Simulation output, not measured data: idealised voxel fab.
Process module in this document: voxel local oxidation
Pictured: cross-section cut, 210 nm wide, on a grid of 5 nm square cells.
Format of a cross-section: grid, square cells. Given as bands. Order: top down. Band: one or more rows of cells.
Basically the band line says how high the top is and how high the bottom is, in nm, and then what's in it from left to right, every material with its width in nm. Empty space shows up as "empty", and if a single material carries "edge to edge" it runs the full band edge to edge.
A quick word on heights: they are counted from 0, and under that level the wafer as it came to us is one material throughout. The lowest band is different from the rest in having no bottom; it simply continues downward, written as in "from 0 down".
Width: "30 to 40" (first number = top row, second number = bottom row, same change from row to row of cells).
Basically "no alteration" means that step didn't change any cell in the cross-section.
For the entry "Closed void entries", the listed items are empty spaces with no open way to the top whose size is 8 cells or more; each item follows the pattern width x height at distance, where distance is from the left edge and all three are in nm.
It should be noted that, on the line of a given step, the content following the step's settings is a remark produced by the simulator itself with respect to that step.
For masked steps, "overlay nm" on the step line gives how far right of plan the mask actually lay; a minus sign means it lay to the left.
# Intended process steps
1: RECEIVE | material Si
2: OXIDIZE | depth nm 5
3: CONFORMAL_DEP | material SiN | thk nm 10
4: MASKED_ETCH | tone cover | mask id ACTIVE | width nm 130 | etch materials SiN | depth nm 10 | overlay nm 0
5: SELECTIVE_ETCH | etch materials SiO2 | depth nm 5
6: OXIDIZE | depth nm 10
7: STRIP | etch materials SiN
# The first wafer of two, processed as planned
# This is the cross-section of the wafer as we received it, i.e. after step 1
> from 0 down = Si edge to edge
> Closed void entries: none
# State of the wafer after step 2, shown in cross-section
> from 0 to -5 = SiO2 edge to edge
> At heights below -5, the structure remains unaltered.
# State of the wafer after step 3, shown in cross-section
> from 10 to 0 = SiN edge to edge
> At heights below 0, the structure remains unaltered.
# State of the wafer after step 4, shown in cross-section
> from 10 to 0 = empty 40 nm; SiN 130 nm; empty 40 nm
> At heights below 0, the structure remains unaltered.
# State of the wafer after step 5, shown in cross-section
> from 10 to 0 = empty 40 nm; SiN 130 nm; empty 40 nm
> from 0 to -5 = empty 45 nm; SiO2 120 nm; empty 45 nm
> At heights below -5, the structure remains unaltered.
# State of the wafer after step 6, shown in cross-section
> from 10 to 0 = empty 40 nm; SiN 130 nm; empty 40 nm
> from 0 to -5 = empty 45 nm; SiO2 120 nm; empty 45 nm
> from -5 to -15 = SiO2 55 nm; Si 100 nm; SiO2 55 nm
> At heights below -15, the structure remains unaltered.
# State of the wafer after step 7, shown in cross-section
> from 0 to -5 = empty 45 nm; SiO2 120 nm; empty 45 nm
> At heights below -5, the structure remains unaltered.
# Second Wafer (Identical Start and Plan, One Processing Error; Matches First Wafer Through Step 3)
# Cross-section: second wafer, time at which step 4 was scheduled to end
> from 10 to 0 = SiN 40 nm; empty 130 nm; SiN 40 nm
> At heights below 0, the structure remains unaltered.
# Cross-section: second wafer, time at which step 5 was scheduled to end
> from 10 to 0 = SiN 40 nm; empty 130 nm; SiN 40 nm
> from 0 to -5 = SiO2 35 nm; empty 140 nm; SiO2 35 nm
> At heights below -5, the structure remains unaltered.
# Cross-section: second wafer, time at which step 6 was scheduled to end
> from 10 to 0 = SiN 40 nm; empty 130 nm; SiN 40 nm
> from 0 to -5 = SiO2 35 nm; empty 140 nm; SiO2 35 nm
> from -5 to -15 = Si 25 nm; SiO2 160 nm; Si 25 nm
> At heights below -15, the structure remains unaltered.
# Cross-section: second wafer, time at which step 7 was scheduled to end
> from 0 to -5 = SiO2 35 nm; empty 140 nm; SiO2 35 nm
> At heights below -5, the structure remains unaltered.
The plan and the run diverged here: planned and actual differ for step 4; actual: MASKED_ETCH | tone open | mask id ACTIVE | width nm 130 | etch materials SiN | depth nm 10 | overlay nm 0
Looking at both finished wafers in cells, the second ends up ahead of or behind the first on some materials: -20 Si; +10 SiO2
